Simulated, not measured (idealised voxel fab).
The process module that follows is named voxel double patterning.
The width of the displayed cross-section, cut, is 215 nm; its cells are square, with a size of 5 nm.
In what follows, cross-sections appear as grids of square cells, described through bands that run from the top down, where every band is one or more rows of cells.
The band entry comprises the height of the band's top followed by the height of its bottom, expressed in nm, and subsequently the band's materials from left to right, each stated together with its width in nm. Where a single material is marked with the word "all across", that material fills the band from edge to edge. The word "blank" represents empty space.
Height is counted from the level 0, under which the received wafer is composed throughout of one material. The lowest of the bands is not closed at the bottom but continues downward, in the notation "0 down".
A width given as "30 to 40" starts at the first number in the band's top row and ends at the second number in its bottom row, shifting by an equal amount at every step from row to row.
Step marked "no modifications"? Then no cell in the cross-section changed in it.
The entry "Sealed voids" lists the empty spaces that cover at least 8 cells and have no open path to the top. Each is written as width x height at distance, where the distance is measured from the left edge and all three values are in nm.
Note: text after step settings on the step line = simulator remark on that step.
"overlay nm" on a masked step: distance the mask lay right of its planned place, negative for left.
## The planned process steps are enumerated hereunder
1,RECEIVE, material Si
2,CONFORMAL_DEP, material SiO2, thk nm 5
3,DIRECTIONAL_DEP, material W, thk nm 20
4,DIRECTIONAL_DEP, material SiCN, thk nm 5
5,DIRECTIONAL_DEP, material aC, thk nm 10
6,PATTERN, tone open, mask id FIRST, material resist, width nm 15, pitch nm 50, thk nm 25, overlay nm 0
7,DIRECTIONAL_ETCH, etch materials aC, depth nm 10
8,STRIP, etch materials resist
9,DIRECTIONAL_ETCH, etch materials SiCN, depth nm 5
10,STRIP, etch materials aC
11,MASKED_ETCH, tone open, mask id SECOND, width nm 15, pitch nm 50, etch materials SiCN, depth nm 5, overlay nm 0
12,DIRECTIONAL_ETCH, etch materials W, depth nm 20
13,STRIP, etch materials SiCN
## Cross-section of the wafer upon arrival, representing the state reached after step 1
> 0 down = Si all across
> Sealed voids: none
## End-of-module cross-section. Starting structure and process plan as above; one mistake made in running it
> 25 to 5 = 75 blank; 15 W; 35 blank; 15 W; 75 blank
> 5 to 0 = SiO2 all across
> 0 down = Si all across
> Sealed voids: none
Short version of what went wrong: step 11 off recipe, ran as MASKED_ETCH, tone cover, mask id SECOND, width nm 15, pitch nm 50, etch materials SiCN, depth nm 5, overlay nm 0
